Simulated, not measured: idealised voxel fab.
process module | voxel transistor to metal
cross-section cut | 295 nm wide | cells 5 nm
A cross-section is a grid of square cells, given in bands from the top down. A band is one or more rows of cells.
Each band's line starts with the height of the band's top and of its bottom, in nm. Then come its materials from left to right, each with its width in nm. One material with "throughout" fills the band from edge to edge. "air" is empty space.
Height 0 is the level under which the wafer as received is all one material. The lowest band goes on downwards, as in "0 down".
A width such as "30 to 40" changes by the same amount from each row of cells to the next, from the band's top row to its bottom row.
"no change" after a step means that no cell of the cross-section changed.
closed voids: empty space of 8 cells or more with no open way to the top, each as width x height at its distance from the left edge, in nm
after a step's settings: what the simulator itself notes on the step
overlay nm, on a step with a mask: how far to the right of its planned place the mask lay; to the left if negative
Each pair below shows a cross-section before one step and the cross-section after it, down to the lowest band that changed. The line under each pair gives the step between them, with its settings. The pairs can come from different runs of this module on the same starting wafer, so a pair continues from the pair above only where its "before" says so.
before
  0 down: Si throughout
  closed voids: none
after
  0 to -5: SiO2 throughout
  below -5: unchanged
  closed voids: none
the step between: op OXIDIZE | depth nm 5
before: the cross-section after the pair above
after
  15 to 0: SiN throughout
  below 0: unchanged
  closed voids: none
the step between: op CONFORMAL_DEP | material SiN | thk nm 15
before: the cross-section after the pair above
after
  25 to 15: aC throughout
  below 15: unchanged
  closed voids: none
the step between: op DIRECTIONAL_DEP | material aC | thk nm 10
before: the cross-section after the pair above
after
  55 to 25: air 35 | resist 95 | air 30 | resist 95 | air 40
  below 25: unchanged
  closed voids: none
the step between: op PATTERN | tone cover | mask id ACTIVE | material resist | width nm 95 | pitch nm 125 | thk nm 30 | overlay nm 0
before: the cross-section after the pair above
after
  45 to 25: air 35 | resist 95 | air 30 | resist 95 | air 40
  25 to 15: air 35 | aC 95 | air 30 | aC 95 | air 40
  below 15: unchanged
  closed voids: none
the step between: op DIRECTIONAL_ETCH | etch materials aC | depth nm 10
before: the cross-section after the pair above
after
  25 to 15: air 35 | aC 95 | air 30 | aC 95 | air 40
  below 15: unchanged
  closed voids: none
the step between: op STRIP | etch materials resist
before: the cross-section after the pair above
after
  25 to 15: air 35 | aC 95 | air 30 | aC 95 | air 40
  15 to 0: air 35 | SiN 95 | air 30 | SiN 95 | air 40
  below 0: unchanged
  closed voids: none
the step between: op DIRECTIONAL_ETCH | etch materials SiN | depth nm 15
before: the cross-section after the pair above
after
  25 to 15: air 35 | aC 95 | air 30 | aC 95 | air 40
  15 to 0: air 35 | SiN 95 | air 30 | SiN 95 | air 40
  0 to -5: air 35 | SiO2 95 | air 30 | SiO2 95 | air 40
  below -5: unchanged
  closed voids: none
the step between: op DIRECTIONAL_ETCH | etch materials SiO2 | depth nm 5
before: the cross-section after the pair above
after
  25 to 15: air 35 | aC 95 | air 30 | aC 95 | air 40
  15 to 0: air 35 | SiN 95 | air 30 | SiN 95 | air 40
  0 to -5: air 35 | SiO2 95 | air 30 | SiO2 95 | air 40
  -5 to -35: air 35 | Si 95 | air 30 | Si 95 | air 40
  below -35: unchanged
  closed voids: none
the step between: op DIRECTIONAL_ETCH | etch materials Si | depth nm 30
before: the cross-section after the pair above
after
  15 to 0: air 35 | SiN 95 | air 30 | SiN 95 | air 40
  below 0: unchanged
  closed voids: none
the step between: op STRIP | etch materials aC
before: the cross-section after the pair above
after
  15 to 0: air 35 | SiN 95 | air 30 | SiN 95 | air 40
  0 to -5: air 35 | SiO2 95 | air 30 | SiO2 95 | air 40
  -5 to -35: air 35 | SiO2 5 | Si 85 | SiO2 5 | air 30 | SiO2 5 | Si 85 | SiO2 5 | air 40
  -35 to -40: SiO2 40 | Si 85 | SiO2 40 | Si 85 | SiO2 45
  below -40: unchanged
  closed voids: none
the step between: op OXIDIZE | depth nm 5
before: the cross-section after the pair above
after
  25 to 15: SiO2 throughout
  15 to 0: SiO2 35 | SiN 95 | SiO2 30 | SiN 95 | SiO2 40
  0 to -5: SiO2 throughout
  -5 to -40: SiO2 40 | Si 85 | SiO2 40 | Si 85 | SiO2 45
  below -40: unchanged
  closed voids: none
the step between: op FILL_DEP | material SiO2 | thk nm 10
before: the cross-section after the pair above
after
  15 to 0: SiO2 35 | SiN 95 | SiO2 30 | SiN 95 | SiO2 40
  below 0: unchanged
  closed voids: none
the step between: op CMP | height nm 15
before: the cross-section after the pair above
after
  15 to 5: air 35 | SiN 95 | air 30 | SiN 95 | air 40
  below 5: unchanged
  closed voids: none
the step between: op SELECTIVE_ETCH | etch materials SiO2 | depth nm 10
before: the cross-section after the pair above
after
  5 to 0: SiO2 35 | air 95 | SiO2 30 | air 95 | SiO2 40
  below 0: unchanged
  closed voids: none
the step between: op STRIP | etch materials SiN
before: the cross-section after the pair above
after
  0 to -5: SiO2 30 | air 105 | SiO2 20 | air 105 | SiO2 35
  below -5: unchanged
  closed voids: none
the step between: op SELECTIVE_ETCH | etch materials SiO2 | depth nm 5
before: the cross-section after the pair above
after
  0 to -5: SiO2 30 | air 105 | SiO2 20 | air 105 | SiO2 35
  -5 to -10: SiO2 throughout
  below -10: unchanged
  closed voids: none
the step between: op OXIDIZE | depth nm 5
before: the cross-section after the pair above
after
  20 to 15: polySi 30 | air 105 | polySi 20 | air 105 | polySi 35
  15 to 0: polySi throughout
  0 to -5: SiO2 30 | polySi 105 | SiO2 20 | polySi 105 | SiO2 35
  below -5: unchanged
  closed voids: none
the step between: op DIRECTIONAL_DEP | material polySi | thk nm 20
before: the cross-section after the pair above
after
  30 to 25: SiCN 30 | air 105 | SiCN 20 | air 105 | SiCN 35
  25 to 20: SiCN throughout
  20 to 15: polySi 30 | SiCN 105 | polySi 20 | SiCN 105 | polySi 35
  below 15: unchanged
  closed voids: none
the step between: op DIRECTIONAL_DEP | material SiCN | thk nm 10
before: the cross-section after the pair above
after
  45 to 30: air 75 | resist 15 | air 110 | resist 15 | air 80
  30 to 25: SiCN 30 | air 45 | resist 15 | air 45 | SiCN 20 | air 45 | resist 15 | air 45 | SiCN 35
  below 25: unchanged
  closed voids: none
the step between: op PATTERN | tone cover | mask id GATE | material resist | width nm 15 | pitch nm 125 | thk nm 15 | overlay nm 0
before: the cross-section after the pair above
after
  45 to 25: air 75 | resist 15 | air 110 | resist 15 | air 80
  25 to 20: air 75 | SiCN 15 | air 110 | SiCN 15 | air 80
  20 to 15: polySi 30 | air 45 | SiCN 15 | air 45 | polySi 20 | air 45 | SiCN 15 | air 45 | polySi 35
  below 15: unchanged
  closed voids: none
the step between: op DIRECTIONAL_ETCH | etch materials SiCN | depth nm 20
before: the cross-section after the pair above
after
  45 to 25: air 75 | resist 15 | air 110 | resist 15 | air 80
  25 to 15: air 75 | SiCN 15 | air 110 | SiCN 15 | air 80
  15 to 0: air 75 | polySi 15 | air 110 | polySi 15 | air 80
  0 to -5: SiO2 30 | air 45 | polySi 15 | air 45 | SiO2 20 | air 45 | polySi 15 | air 45 | SiO2 35
  below -5: unchanged
  closed voids: none
the step between: op DIRECTIONAL_ETCH | etch materials polySi | depth nm 30
before: the cross-section after the pair above
after
  25 to 15: air 75 | SiCN 15 | air 110 | SiCN 15 | air 80
  below 15: unchanged
  closed voids: none
the step between: op STRIP | etch materials resist
before: the cross-section after the pair above
after
  30 to 25: air 70 | SiN 25 | air 100 | SiN 25 | air 75
  25 to 15: air 70 | SiN 5 | SiCN 15 | SiN 5 | air 100 | SiN 5 | SiCN 15 | SiN 5 | air 75
  15 to 5: air 70 | SiN 5 | polySi 15 | SiN 5 | air 100 | SiN 5 | polySi 15 | SiN 5 | air 75
  5 to 0: SiN 35 | air 35 | SiN 5 | polySi 15 | SiN 5 | air 35 | SiN 30 | air 35 | SiN 5 | polySi 15 | SiN 5 | air 35 | SiN 40
  0 to -5: SiO2 30 | SiN 45 | polySi 15 | SiN 45 | SiO2 20 | SiN 45 | polySi 15 | SiN 45 | SiO2 35
  below -5: unchanged
  closed voids: none
the step between: op CONFORMAL_DEP | material SiN | thk nm 5
before: the cross-section after the pair above
after
  25 to 15: air 70 | SiN 5 | SiCN 15 | SiN 5 | air 100 | SiN 5 | SiCN 15 | SiN 5 | air 75
  15 to 0: air 70 | SiN 5 | polySi 15 | SiN 5 | air 100 | SiN 5 | polySi 15 | SiN 5 | air 75
  0 to -5: SiO2 30 | SiN 5 | air 35 | SiN 5 | polySi 15 | SiN 5 | air 35 | SiN 5 | SiO2 20 | SiN 5 | air 35 | SiN 5 | polySi 15 | SiN 5 | air 35 | SiN 5 | SiO2 35
  below -5: unchanged
  closed voids: none
the step between: op DIRECTIONAL_ETCH | etch materials SiN | depth nm 5
before: the cross-section after the pair above
after
  25 to 15: air 70 | SiN 5 | SiCN 15 | SiN 5 | air 100 | SiN 5 | SiCN 15 | SiN 5 | air 75
  15 to 0: air 70 | SiN 5 | polySi 15 | SiN 5 | air 100 | SiN 5 | polySi 15 | SiN 5 | air 75
  0 to -5: air 30 | SiN 5 | air 35 | SiN 5 | polySi 15 | SiN 5 | air 35 | SiN 5 | air 20 | SiN 5 | air 35 | SiN 5 | polySi 15 | SiN 5 | air 35 | SiN 5 | air 35
  -5 to -10: SiO2 35 | air 35 | SiO2 25 | air 35 | SiO2 30 | air 35 | SiO2 25 | air 35 | SiO2 40
  below -10: unchanged
  closed voids: none
the step between: op DIRECTIONAL_ETCH | etch materials SiO2 | depth nm 5
before: the cross-section after the pair above
after
  25 to 15: air 70 | SiN 5 | SiCN 15 | SiN 5 | air 100 | SiN 5 | SiCN 15 | SiN 5 | air 75
  15 to 0: air 70 | SiN 5 | polySi 15 | SiN 5 | air 100 | SiN 5 | polySi 15 | SiN 5 | air 75
  0 to -5: air 30 | SiN 5 | air 35 | SiN 5 | polySi 15 | SiN 5 | air 35 | SiN 5 | air 20 | SiN 5 | air 35 | SiN 5 | polySi 15 | SiN 5 | air 35 | SiN 5 | air 35
  -5 to -10: SiO2 35 | air 35 | SiO2 25 | air 35 | SiO2 30 | air 35 | SiO2 25 | air 35 | SiO2 40
  -10 to -20: SiO2 40 | air 30 | Si 25 | air 30 | SiO2 40 | air 30 | Si 25 | air 30 | SiO2 45
  below -20: unchanged
  closed voids: none
the step between: op DIRECTIONAL_ETCH | etch materials Si | depth nm 10
before: the cross-section after the pair above
after
  25 to 15: air 70 | SiN 5 | SiCN 15 | SiN 5 | air 100 | SiN 5 | SiCN 15 | SiN 5 | air 75
  15 to 5: air 70 | SiN 5 | polySi 15 | SiN 5 | air 100 | SiN 5 | polySi 15 | SiN 5 | air 75
  5 to 0: air 55 | SiGe 15 | SiN 5 | polySi 15 | SiN 5 | SiGe 15 | air 70 | SiGe 15 | SiN 5 | polySi 15 | SiN 5 | SiGe 15 | air 60
  0 to -5: air 30 | SiN 5 | air 20 | SiGe 15 | SiN 5 | polySi 15 | SiN 5 | SiGe 15 | air 20 | SiN 5 | air 20 | SiN 5 | air 20 | SiGe 15 | SiN 5 | polySi 15 | SiN 5 | SiGe 15 | air 20 | SiN 5 | air 35
  -5 to -10: SiO2 35 | SiGe 35 | SiO2 25 | SiGe 35 | SiO2 30 | SiGe 35 | SiO2 25 | SiGe 35 | SiO2 40
  -10 to -20: SiO2 40 | SiGe 30 | Si 25 | SiGe 30 | SiO2 40 | SiGe 30 | Si 25 | SiGe 30 | SiO2 45
  below -20: unchanged
  closed voids: none
the step between: op EPI | material SiGe | thk nm 15
before: the cross-section after the pair above
after
  30 to 25: SiO2 throughout
  25 to 15: SiO2 70 | SiN 5 | SiCN 15 | SiN 5 | SiO2 100 | SiN 5 | SiCN 15 | SiN 5 | SiO2 75
  15 to 5: SiO2 70 | SiN 5 | polySi 15 | SiN 5 | SiO2 100 | SiN 5 | polySi 15 | SiN 5 | SiO2 75
  5 to 0: SiO2 55 | SiGe 15 | SiN 5 | polySi 15 | SiN 5 | SiGe 15 | SiO2 70 | SiGe 15 | SiN 5 | polySi 15 | SiN 5 | SiGe 15 | SiO2 60
  0 to -5: SiO2 30 | SiN 5 | SiO2 20 | SiGe 15 | SiN 5 | polySi 15 | SiN 5 | SiGe 15 | SiO2 20 | SiN 5 | SiO2 20 | SiN 5 | SiO2 20 | SiGe 15 | SiN 5 | polySi 15 | SiN 5 | SiGe 15 | SiO2 20 | SiN 5 | SiO2 35
  below -5: unchanged
  closed voids: none
the step between: op FILL_DEP | material SiO2 | thk nm 5
before: the cross-section after the pair above
after
  25 to 15: SiO2 70 | SiN 5 | SiCN 15 | SiN 5 | SiO2 100 | SiN 5 | SiCN 15 | SiN 5 | SiO2 75
  below 15: unchanged
  closed voids: none
the step between: op CMP | height nm 25
before: the cross-section after the pair above
after
  40 to 25: SiO2 throughout
  below 25: unchanged
  closed voids: none
the step between: op DIRECTIONAL_DEP | material SiO2 | thk nm 15
before: the cross-section after the pair above
after
  40 to 25: SiO2 45 | air 25 | SiO2 25 | air 25 | SiO2 50 | air 25 | SiO2 25 | air 25 | SiO2 50
  25 to 15: SiO2 45 | air 25 | SiN 5 | SiCN 15 | SiN 5 | air 25 | SiO2 50 | air 25 | SiN 5 | SiCN 15 | SiN 5 | air 25 | SiO2 50
  15 to 5: SiO2 45 | air 25 | SiN 5 | polySi 15 | SiN 5 | air 25 | SiO2 50 | air 25 | SiN 5 | polySi 15 | SiN 5 | air 25 | SiO2 50
  5 to 0: SiO2 45 | air 10 | SiGe 15 | SiN 5 | polySi 15 | SiN 5 | SiGe 15 | air 10 | SiO2 50 | air 10 | SiGe 15 | SiN 5 | polySi 15 | SiN 5 | SiGe 15 | air 10 | SiO2 50
  0 to -5: SiO2 30 | SiN 5 | SiO2 10 | air 10 | SiGe 15 | SiN 5 | polySi 15 | SiN 5 | SiGe 15 | air 10 | SiO2 10 | SiN 5 | SiO2 20 | SiN 5 | SiO2 10 | air 10 | SiGe 15 | SiN 5 | polySi 15 | SiN 5 | SiGe 15 | air 10 | SiO2 10 | SiN 5 | SiO2 35
  below -5: unchanged
  closed voids: none
the step between: op MASKED_ETCH | tone open | mask id CONTACT | width nm 25 | etch materials SiO2 | depth nm 45 | overlay nm 0
before: the cross-section after the pair above
after
  45 to 40: TiN 50 | air 15 | TiN 35 | air 15 | TiN 60 | air 15 | TiN 35 | air 15 | TiN 55
  40 to 25: SiO2 45 | TiN 5 | air 15 | TiN 5 | SiO2 25 | TiN 5 | air 15 | TiN 5 | SiO2 50 | TiN 5 | air 15 | TiN 5 | SiO2 25 | TiN 5 | air 15 | TiN 5 | SiO2 50
  25 to 15: SiO2 45 | TiN 5 | air 15 | TiN 5 | SiN 5 | SiCN 15 | SiN 5 | TiN 5 | air 15 | TiN 5 | SiO2 50 | TiN 5 | air 15 | TiN 5 | SiN 5 | SiCN 15 | SiN 5 | TiN 5 | air 15 | TiN 5 | SiO2 50
  15 to 10: SiO2 45 | TiN 5 | air 15 | TiN 5 | SiN 5 | polySi 15 | SiN 5 | TiN 5 | air 15 | TiN 5 | SiO2 50 | TiN 5 | air 15 | TiN 5 | SiN 5 | polySi 15 | SiN 5 | TiN 5 | air 15 | TiN 5 | SiO2 50
  10 to 5: SiO2 45 | TiN 25 | SiN 5 | polySi 15 | SiN 5 | TiN 25 | SiO2 50 | TiN 25 | SiN 5 | polySi 15 | SiN 5 | TiN 25 | SiO2 50
  5 to 0: SiO2 45 | TiN 10 | SiGe 15 | SiN 5 | polySi 15 | SiN 5 | SiGe 15 | TiN 10 | SiO2 50 | TiN 10 | SiGe 15 | SiN 5 | polySi 15 | SiN 5 | SiGe 15 | TiN 10 | SiO2 50
  0 to -5: SiO2 30 | SiN 5 | SiO2 10 | TiN 10 | SiGe 15 | SiN 5 | polySi 15 | SiN 5 | SiGe 15 | TiN 10 | SiO2 10 | SiN 5 | SiO2 20 | SiN 5 | SiO2 10 | TiN 10 | SiGe 15 | SiN 5 | polySi 15 | SiN 5 | SiGe 15 | TiN 10 | SiO2 10 | SiN 5 | SiO2 35
  below -5: unchanged
  closed voids: none
the step between: op CONFORMAL_DEP | material TiN | thk nm 5
before: the cross-section after the pair above
after
  50 to 45: Ru throughout
  45 to 40: TiN 50 | Ru 15 | TiN 35 | Ru 15 | TiN 60 | Ru 15 | TiN 35 | Ru 15 | TiN 55
  40 to 25: SiO2 45 | TiN 5 | Ru 15 | TiN 5 | SiO2 25 | TiN 5 | Ru 15 | TiN 5 | SiO2 50 | TiN 5 | Ru 15 | TiN 5 | SiO2 25 | TiN 5 | Ru 15 | TiN 5 | SiO2 50
  25 to 15: SiO2 45 | TiN 5 | Ru 15 | TiN 5 | SiN 5 | SiCN 15 | SiN 5 | TiN 5 | Ru 15 | TiN 5 | SiO2 50 | TiN 5 | Ru 15 | TiN 5 | SiN 5 | SiCN 15 | SiN 5 | TiN 5 | Ru 15 | TiN 5 | SiO2 50
  15 to 10: SiO2 45 | TiN 5 | Ru 15 | TiN 5 | SiN 5 | polySi 15 | SiN 5 | TiN 5 | Ru 15 | TiN 5 | SiO2 50 | TiN 5 | Ru 15 | TiN 5 | SiN 5 | polySi 15 | SiN 5 | TiN 5 | Ru 15 | TiN 5 | SiO2 50
  below 10: unchanged
  closed voids: none
the step between: op FILL_DEP | material Ru | thk nm 5
before: the cross-section after the pair above
after
  40 to 25: SiO2 45 | TiN 5 | Ru 15 | TiN 5 | SiO2 25 | TiN 5 | Ru 15 | TiN 5 | SiO2 50 | TiN 5 | Ru 15 | TiN 5 | SiO2 25 | TiN 5 | Ru 15 | TiN 5 | SiO2 50
  below 25: unchanged
  closed voids: none
the step between: op CMP | height nm 40
before: the cross-section after the pair above
after
  45 to 40: TiN throughout
  below 40: unchanged
  closed voids: none
the step between: op DIRECTIONAL_DEP | material TiN | thk nm 5
before: the cross-section after the pair above
after
  60 to 45: Ru throughout
  below 45: unchanged
  closed voids: none
the step between: op DIRECTIONAL_DEP | material Ru | thk nm 15
before: the cross-section after the pair above
after
  60 to 45: air 45 | Ru 15 | air 45 | Ru 15 | air 50 | Ru 15 | air 45 | Ru 15 | air 50
  below 45: unchanged
  closed voids: none
the step between: op MASKED_ETCH | tone cover | mask id METAL_1 | width nm 15 | etch materials Ru | depth nm 15 | overlay nm 0
before: the cross-section after the pair above
after
  60 to 45: air 45 | Ru 15 | air 45 | Ru 15 | air 50 | Ru 15 | air 45 | Ru 15 | air 50
  45 to 40: air 45 | TiN 15 | air 45 | TiN 15 | air 50 | TiN 15 | air 45 | TiN 15 | air 50
  below 40: unchanged
  closed voids: none
the step between: op MASKED_ETCH | tone cover | mask id METAL_1 | width nm 15 | etch materials TiN | depth nm 5 | overlay nm 0
before: the cross-section after the pair above
after
  65 to 60: air 40 | SiCN 25 | air 35 | SiCN 25 | air 40 | SiCN 25 | air 35 | SiCN 25 | air 45
  60 to 45: air 40 | SiCN 5 | Ru 15 | SiCN 5 | air 35 | SiCN 5 | Ru 15 | SiCN 5 | air 40 | SiCN 5 | Ru 15 | SiCN 5 | air 35 | SiCN 5 | Ru 15 | SiCN 5 | air 45
  45 to 40: SiCN 45 | TiN 15 | SiCN 45 | TiN 15 | SiCN 50 | TiN 15 | SiCN 45 | TiN 15 | SiCN 50
  below 40: unchanged
  closed voids: none
the step between: op CONFORMAL_DEP | material SiCN | thk nm 5
before: the cross-section after the pair above
after
  75 to 65: lowk throughout
  65 to 60: lowk 40 | SiCN 25 | lowk 35 | SiCN 25 | lowk 40 | SiCN 25 | lowk 35 | SiCN 25 | lowk 45
  60 to 45: lowk 40 | SiCN 5 | Ru 15 | SiCN 5 | lowk 35 | SiCN 5 | Ru 15 | SiCN 5 | lowk 40 | SiCN 5 | Ru 15 | SiCN 5 | lowk 35 | SiCN 5 | Ru 15 | SiCN 5 | lowk 45
  below 45: unchanged
  closed voids: none
the step between: op FILL_DEP | material lowk | thk nm 10
before: the cross-section after the pair above
after
  60 to 45: lowk 40 | SiCN 5 | Ru 15 | SiCN 5 | lowk 35 | SiCN 5 | Ru 15 | SiCN 5 | lowk 40 | SiCN 5 | Ru 15 | SiCN 5 | lowk 35 | SiCN 5 | Ru 15 | SiCN 5 | lowk 45
  below 45: unchanged
  closed voids: none
the step between: op CMP | height nm 60
before: the cross-section after the pair above
after
  65 to 60: SiN throughout
  below 60: unchanged
  closed voids: none
the step between: op CONFORMAL_DEP | material SiN | thk nm 5
before
  75 to 65: lowk throughout
  65 to 60: lowk 40 | SiCN 25 | lowk 35 | SiCN 25 | lowk 40 | SiCN 25 | lowk 35 | SiCN 25 | lowk 45
  60 to 45: lowk 40 | SiCN 5 | Ru 15 | SiCN 5 | lowk 35 | SiCN 5 | Ru 15 | SiCN 5 | lowk 40 | SiCN 5 | Ru 15 | SiCN 5 | lowk 35 | SiCN 5 | Ru 15 | SiCN 5 | lowk 45
  45 to 40: SiCN 45 | TiN 15 | SiCN 45 | TiN 15 | SiCN 50 | TiN 15 | SiCN 45 | TiN 15 | SiCN 50
  40 to 25: SiO2 45 | TiN 5 | Ru 15 | TiN 5 | SiO2 25 | TiN 5 | Ru 15 | TiN 5 | SiO2 50 | TiN 5 | Ru 15 | TiN 5 | SiO2 25 | TiN 5 | Ru 15 | TiN 5 | SiO2 50
  25 to 15: SiO2 45 | TiN 5 | Ru 15 | TiN 5 | SiN 5 | SiCN 15 | SiN 5 | TiN 5 | Ru 15 | TiN 5 | SiO2 50 | TiN 5 | Ru 15 | TiN 5 | SiN 5 | SiCN 15 | SiN 5 | TiN 5 | Ru 15 | TiN 5 | SiO2 50
  15 to 10: SiO2 45 | TiN 5 | Ru 15 | TiN 5 | SiN 5 | polySi 15 | SiN 5 | TiN 5 | Ru 15 | TiN 5 | SiO2 50 | TiN 5 | Ru 15 | TiN 5 | SiN 5 | polySi 15 | SiN 5 | TiN 5 | Ru 15 | TiN 5 | SiO2 50
  10 to 5: SiO2 45 | TiN 25 | SiN 5 | polySi 15 | SiN 5 | TiN 25 | SiO2 50 | TiN 25 | SiN 5 | polySi 15 | SiN 5 | TiN 25 | SiO2 50
  5 to 0: SiO2 45 | TiN 10 | SiGe 15 | SiN 5 | polySi 15 | SiN 5 | SiGe 15 | TiN 10 | SiO2 50 | TiN 10 | SiGe 15 | SiN 5 | polySi 15 | SiN 5 | SiGe 15 | TiN 10 | SiO2 50
  0 to -5: SiO2 30 | SiN 5 | SiO2 10 | TiN 10 | SiGe 15 | SiN 5 | polySi 15 | SiN 5 | SiGe 15 | TiN 10 | SiO2 10 | SiN 5 | SiO2 20 | SiN 5 | SiO2 10 | TiN 10 | SiGe 15 | SiN 5 | polySi 15 | SiN 5 | SiGe 15 | TiN 10 | SiO2 10 | SiN 5 | SiO2 35
  -5 to -10: SiO2 35 | SiGe 35 | SiO2 25 | SiGe 35 | SiO2 30 | SiGe 35 | SiO2 25 | SiGe 35 | SiO2 40
  -10 to -20: SiO2 40 | SiGe 30 | Si 25 | SiGe 30 | SiO2 40 | SiGe 30 | Si 25 | SiGe 30 | SiO2 45
  -20 to -40: SiO2 40 | Si 85 | SiO2 40 | Si 85 | SiO2 45
  -40 down: Si throughout
  closed voids: none
after
  80 to 75: SiN throughout
  below 75: unchanged
  closed voids: none
the step between: op CONFORMAL_DEP | material SiN | thk nm 5
before
  40 to 25: SiO2 throughout
  25 to 15: SiO2 70 | SiN 5 | SiCN 15 | SiN 5 | SiO2 100 | SiN 5 | SiCN 15 | SiN 5 | SiO2 75
  15 to 5: SiO2 70 | SiN 5 | polySi 15 | SiN 5 | SiO2 100 | SiN 5 | polySi 15 | SiN 5 | SiO2 75
  5 to 0: SiO2 55 | SiGe 15 | SiN 5 | polySi 15 | SiN 5 | SiGe 15 | SiO2 70 | SiGe 15 | SiN 5 | polySi 15 | SiN 5 | SiGe 15 | SiO2 60
  0 to -5: SiO2 30 | SiN 5 | SiO2 20 | SiGe 15 | SiN 5 | polySi 15 | SiN 5 | SiGe 15 | SiO2 20 | SiN 5 | SiO2 20 | SiN 5 | SiO2 20 | SiGe 15 | SiN 5 | polySi 15 | SiN 5 | SiGe 15 | SiO2 20 | SiN 5 | SiO2 35
  -5 to -10: SiO2 35 | SiGe 35 | SiO2 25 | SiGe 35 | SiO2 30 | SiGe 35 | SiO2 25 | SiGe 35 | SiO2 40
  -10 to -20: SiO2 40 | SiGe 30 | Si 25 | SiGe 30 | SiO2 40 | SiGe 30 | Si 25 | SiGe 30 | SiO2 45
  -20 to -40: SiO2 40 | Si 85 | SiO2 40 | Si 85 | SiO2 45
  -40 down: Si throughout
  closed voids: none
after
  55 to 25: SiO2 throughout
  below 25: unchanged
  closed voids: none
the step between: op DIRECTIONAL_DEP | material SiO2 | thk nm 15
before: the cross-section after the pair above
after
  55 to 25: SiO2 45 | air 25 | SiO2 25 | air 25 | SiO2 50 | air 25 | SiO2 25 | air 25 | SiO2 50
  25 to 15: SiO2 45 | air 25 | SiN 5 | SiCN 15 | SiN 5 | air 25 | SiO2 50 | air 25 | SiN 5 | SiCN 15 | SiN 5 | air 25 | SiO2 50
  15 to 10: SiO2 45 | air 25 | SiN 5 | polySi 15 | SiN 5 | air 25 | SiO2 50 | air 25 | SiN 5 | polySi 15 | SiN 5 | air 25 | SiO2 50
  below 10: unchanged
  closed voids: none
the step between: op MASKED_ETCH | tone open | mask id CONTACT | width nm 25 | etch materials SiO2 | depth nm 45 | overlay nm 0
before: the cross-section after the pair above
after
  60 to 55: TiN 50 | air 15 | TiN 35 | air 15 | TiN 60 | air 15 | TiN 35 | air 15 | TiN 55
  55 to 25: SiO2 45 | TiN 5 | air 15 | TiN 5 | SiO2 25 | TiN 5 | air 15 | TiN 5 | SiO2 50 | TiN 5 | air 15 | TiN 5 | SiO2 25 | TiN 5 | air 15 | TiN 5 | SiO2 50
  25 to 15: SiO2 45 | TiN 5 | air 15 | TiN 5 | SiN 5 | SiCN 15 | SiN 5 | TiN 5 | air 15 | TiN 5 | SiO2 50 | TiN 5 | air 15 | TiN 5 | SiN 5 | SiCN 15 | SiN 5 | TiN 5 | air 15 | TiN 5 | SiO2 50
  15 to 10: SiO2 45 | TiN 25 | SiN 5 | polySi 15 | SiN 5 | TiN 25 | SiO2 50 | TiN 25 | SiN 5 | polySi 15 | SiN 5 | TiN 25 | SiO2 50
  below 10: unchanged
  closed voids: none
the step between: op CONFORMAL_DEP | material TiN | thk nm 5
before: the cross-section after the pair above
after
  65 to 60: Ru throughout
  60 to 55: TiN 50 | Ru 15 | TiN 35 | Ru 15 | TiN 60 | Ru 15 | TiN 35 | Ru 15 | TiN 55
  55 to 25: SiO2 45 | TiN 5 | Ru 15 | TiN 5 | SiO2 25 | TiN 5 | Ru 15 | TiN 5 | SiO2 50 | TiN 5 | Ru 15 | TiN 5 | SiO2 25 | TiN 5 | Ru 15 | TiN 5 | SiO2 50
  25 to 15: SiO2 45 | TiN 5 | Ru 15 | TiN 5 | SiN 5 | SiCN 15 | SiN 5 | TiN 5 | Ru 15 | TiN 5 | SiO2 50 | TiN 5 | Ru 15 | TiN 5 | SiN 5 | SiCN 15 | SiN 5 | TiN 5 | Ru 15 | TiN 5 | SiO2 50
  below 15: unchanged
  closed voids: none
the step between: op FILL_DEP | material Ru | thk nm 5
before: the cross-section after the pair above
after
  40 to 25: SiO2 45 | TiN 5 | Ru 15 | TiN 5 | SiO2 25 | TiN 5 | Ru 15 | TiN 5 | SiO2 50 | TiN 5 | Ru 15 | TiN 5 | SiO2 25 | TiN 5 | Ru 15 | TiN 5 | SiO2 50
  below 25: unchanged
  closed voids: none
the step between: op CMP | height nm 40
before: the cross-section after the pair above
after
  45 to 40: TiN throughout
  below 40: unchanged
  closed voids: none
the step between: op DIRECTIONAL_DEP | material TiN | thk nm 5
before: the cross-section after the pair above
after
  60 to 45: Ru throughout
  below 45: unchanged
  closed voids: none
the step between: op DIRECTIONAL_DEP | material Ru | thk nm 15
before: the cross-section after the pair above
after
  60 to 45: air 45 | Ru 15 | air 45 | Ru 15 | air 50 | Ru 15 | air 45 | Ru 15 | air 50
  below 45: unchanged
  closed voids: none
the step between: op MASKED_ETCH | tone cover | mask id METAL_1 | width nm 15 | etch materials Ru | depth nm 15 | overlay nm 0
before: the cross-section after the pair above
after
  60 to 45: air 45 | Ru 15 | air 45 | Ru 15 | air 50 | Ru 15 | air 45 | Ru 15 | air 50
  45 to 40: air 45 | TiN 15 | air 45 | TiN 15 | air 50 | TiN 15 | air 45 | TiN 15 | air 50
  below 40: unchanged
  closed voids: none
the step between: op MASKED_ETCH | tone cover | mask id METAL_1 | width nm 15 | etch materials TiN | depth nm 5 | overlay nm 0
before: the cross-section after the pair above
after
  65 to 60: air 40 | SiCN 25 | air 35 | SiCN 25 | air 40 | SiCN 25 | air 35 | SiCN 25 | air 45
  60 to 45: air 40 | SiCN 5 | Ru 15 | SiCN 5 | air 35 | SiCN 5 | Ru 15 | SiCN 5 | air 40 | SiCN 5 | Ru 15 | SiCN 5 | air 35 | SiCN 5 | Ru 15 | SiCN 5 | air 45
  45 to 40: SiCN 45 | TiN 15 | SiCN 45 | TiN 15 | SiCN 50 | TiN 15 | SiCN 45 | TiN 15 | SiCN 50
  below 40: unchanged
  closed voids: none
the step between: op CONFORMAL_DEP | material SiCN | thk nm 5
before: the cross-section after the pair above
after
  75 to 65: lowk throughout
  65 to 60: lowk 40 | SiCN 25 | lowk 35 | SiCN 25 | lowk 40 | SiCN 25 | lowk 35 | SiCN 25 | lowk 45
  60 to 45: lowk 40 | SiCN 5 | Ru 15 | SiCN 5 | lowk 35 | SiCN 5 | Ru 15 | SiCN 5 | lowk 40 | SiCN 5 | Ru 15 | SiCN 5 | lowk 35 | SiCN 5 | Ru 15 | SiCN 5 | lowk 45
  below 45: unchanged
  closed voids: none
the step between: op FILL_DEP | material lowk | thk nm 10
before: the cross-section after the pair above
after
  60 to 45: lowk 40 | SiCN 5 | Ru 15 | SiCN 5 | lowk 35 | SiCN 5 | Ru 15 | SiCN 5 | lowk 40 | SiCN 5 | Ru 15 | SiCN 5 | lowk 35 | SiCN 5 | Ru 15 | SiCN 5 | lowk 45
  below 45: unchanged
  closed voids: none
the step between: op CMP | height nm 60
before: the cross-section after the pair above
after
  65 to 60: SiN throughout
  below 60: unchanged
  closed voids: none
the step between: op CONFORMAL_DEP | material SiN | thk nm 5
